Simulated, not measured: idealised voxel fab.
This section sets out a process module, namely voxel capacitor over wiring.
Cross-sectional view cut (width: 175 nm; square cell size: 5 nm).
In what follows, cross-sections appear as grids of square cells, described through bands that run from the top down, where every band is one or more rows of cells.
Top, bottom (nm), then materials left to right with widths (nm); lone material tagged "everywhere" fills the whole band edge to edge; "blank" = empty space.
Basically, 0 is our baseline, since under it the wafer straight out of the box is all one material. The bottom band has no lower end and keeps on going down, so it looks like "0..down".
Width "30 to 40": first value at the band's top row of cells, second value at its bottom row, equal change from row to row.
What does "left unchanged" mean for a step? It means no cell of the cross-section changed in that step.
Look at "Voids, sealed" for the closed voids: empty spaces with no open path to the top, sized 8 cells or up. Each is width x height at distance, distance from the left edge, all nm.
That trailing text on a step's line, after the settings, is the simulator's own remark on the step.
The "overlay nm" setting may appear on a step's line; for a step that uses a mask, it gives how far to the right of its planned position the mask lay, and a negative value indicates the left.
[The process steps that were planned are listed below]
1 RECEIVE with material Si
2 CONFORMAL_DEP with material SiO2, thk nm 10
3 CONFORMAL_DEP with material SiN, thk nm 5
4 DIRECTIONAL_DEP with material lowk, thk nm 25
5 MASKED_ETCH with tone open, mask id METAL_1, width nm 20, pitch nm 75, etch materials lowk, depth nm 25, overlay nm 0
6 MASKED_ETCH with tone open, mask id METAL_1, width nm 20, pitch nm 75, etch materials SiN, depth nm 5, overlay nm 0
7 CONFORMAL_DEP with material TiN, thk nm 5
8 FILL_DEP with material Cu, thk nm 10
9 CMP with height nm 40
10 EPI with material Ru, thk nm 5
11 FILL_DEP with material SiCN, thk nm 5
12 DIRECTIONAL_DEP with material lowk, thk nm 20
13 PATTERN with tone open, mask id PLUG_1, material resist, width nm 15, thk nm 15, overlay nm 0
14 DIRECTIONAL_ETCH with etch materials lowk, depth nm 20
15 DIRECTIONAL_ETCH with etch materials SiCN, depth nm 5
16 STRIP with etch materials resist
17 CONFORMAL_DEP with material TiN, thk nm 5
18 FILL_DEP with material Cu, thk nm 10
19 CMP with height nm 70
20 DIRECTIONAL_DEP with material TiN, thk nm 10
21 DIRECTIONAL_DEP with material SiN, thk nm 5
22 DIRECTIONAL_DEP with material TiN, thk nm 10
23 DIRECTIONAL_DEP with material aC, thk nm 15
24 PATTERN with tone cover, mask id UPPER_PLATE, material resist, width nm 60, thk nm 35, overlay nm 0
25 DIRECTIONAL_ETCH with etch materials aC, depth nm 15
26 STRIP with etch materials resist
27 DIRECTIONAL_ETCH with etch materials TiN, depth nm 10
28 DIRECTIONAL_ETCH with etch materials SiN, depth nm 5
29 STRIP with etch materials aC
30 DIRECTIONAL_DEP with material aC, thk nm 15
31 PATTERN with tone cover, mask id LOWER_PLATE, material resist, width nm 70, thk nm 30, overlay nm 0
32 DIRECTIONAL_ETCH with etch materials aC, depth nm 15
33 STRIP with etch materials resist
34 DIRECTIONAL_ETCH with etch materials TiN, depth nm 10
35 STRIP with etch materials aC
36 FILL_DEP with material SiO2, thk nm 15
37 CMP with height nm 105
38 MASKED_ETCH with tone open, mask id PLUG_2, width nm 15, etch materials SiO2, depth nm 10, overlay nm 0
39 CONFORMAL_DEP with material TiN, thk nm 5
40 FILL_DEP with material Ru, thk nm 5
41 CMP with height nm 105
42 CONFORMAL_DEP with material SiCN, thk nm 5
[Cross-section of the wafer as it came to us, i.e., already through step 1]
	0..down | Si everywhere
	Voids, sealed: none
[Here's the wafer cut in cross-section after the module, started and planned just like above, except one thing was done wrong in the run]
	110..105 | SiCN everywhere
	105..100 | 55 SiO2  5 TiN  5 Ru  5 TiN  105 SiO2
	100..95 | 55 SiO2  15 TiN  105 SiO2
	95..85 | 45 SiO2  60 TiN  70 SiO2
	85..80 | 45 SiO2  60 SiN  70 SiO2
	80..70 | 40 SiO2  70 TiN  65 SiO2
	70..50 | 45 lowk  5 TiN  5 Cu  5 TiN  115 lowk
	50..45 | 45 SiCN  15 TiN  115 SiCN
	45..40 | 35 SiCN  30 Ru  45 SiCN  30 Ru  35 SiCN
	40..35 | 40 SiN  20 TiN  55 SiN  20 TiN  40 SiN
	35..10 | lowk everywhere
	10..0 | SiO2 everywhere
	0..down | Si everywhere
	Voids, sealed: none
Against the plan, the run slipped here: the run placed steps 3 and 4 each in the position the plan gave to the other
